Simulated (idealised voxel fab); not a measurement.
Process module under the name voxel fin reveal
cross-section cut | 220 nm wide | cells 5 nm
In this document a cross-section is written as a grid of square cells. It is given as a series of bands, listed from the top down, and a band is one or more rows of cells. Read a band's entry like this: the first values are the height of its top and the height of its bottom in nm, and what follows is the sequence of materials from left to right, each with its width in nm. Note that "blank" is empty space, and that a single material marked "edge to edge" reaches across the band from edge to edge. A quick word on heights: they are counted from 0, and under that level the wafer as it came to us is one material throughout. The lowest band is different from the rest in having no bottom; it simply continues downward, written as in "0 nm and below". You'd read "30->40" like this: the band's top row of cells is as wide as the first number, its bottom row is as wide as the second, and going down, every row changes width by the same amount as the row before did. You'll sometimes find "no alteration" written for a step, and that's the way of saying that nowhere in the cross-section did a cell change during that step. Entry "Unvented internal voids". Content: empty spaces with no open connection to the top, size 8 cells or greater. Each: width x height at distance. Distance: from left edge. Unit: nm. Whatever follows a step's settings on its line is a remark the simulator itself makes about that step. "overlay nm", when on a step's line for a step with a mask, measures how far to the right of its planned place the mask lay; a negative measure means to the left.
THESE ARE THE STEPS WE PLANNED FOR THE PROCESS
1: RECEIVE | material Si
2: CONFORMAL_DEP | material SiN | thk nm 10
3: MASKED_ETCH | tone cover | mask id FINS | width nm 15 | pitch nm 35 | etch materials SiN | depth nm 10 | overlay nm 0
4: MASKED_ETCH | tone cover | mask id FINS | width nm 15 | pitch nm 35 | etch materials Si | depth nm 40 | overlay nm 0
5: OXIDIZE | depth nm 5
6: FILL_DEP | material SiO2 | thk nm 15
7: CMP | height nm 10
8: SELECTIVE_ETCH | etch materials SiO2 | depth nm 30
9: STRIP | etch materials SiN
CROSS-SECTION OF THE WAFER UPON ARRIVAL, REPRESENTING THE STATE REACHED AFTER STEP 1
  0 nm and below: Si edge to edge
  Unvented internal voids: none
STARTING STRUCTURE AND PROCESS PLAN ARE AS SHOWN ABOVE, BUT ONE MISTAKE WAS MADE IN RUNNING THE MODULE; THE WAFER CROSS-SECTION AT THE END OF THE MODULE FOLLOWS
  10 nm to 0 nm: 65 of blank / 15 of SiN / 20 of blank / 15 of SiN / 20 of blank / 15 of SiN / 70 of blank
  0 nm to -20 nm: 70 of blank / 5 of Si / 30 of blank / 5 of Si / 30 of blank / 5 of Si / 75 of blank
  -20 nm to -45 nm: 70 of SiO2 / 5 of Si / 30 of SiO2 / 5 of Si / 30 of SiO2 / 5 of Si / 75 of SiO2
  -45 nm and below: Si edge to edge
  Unvented internal voids: none
what went wrong: no execution of plan step 9; skipped
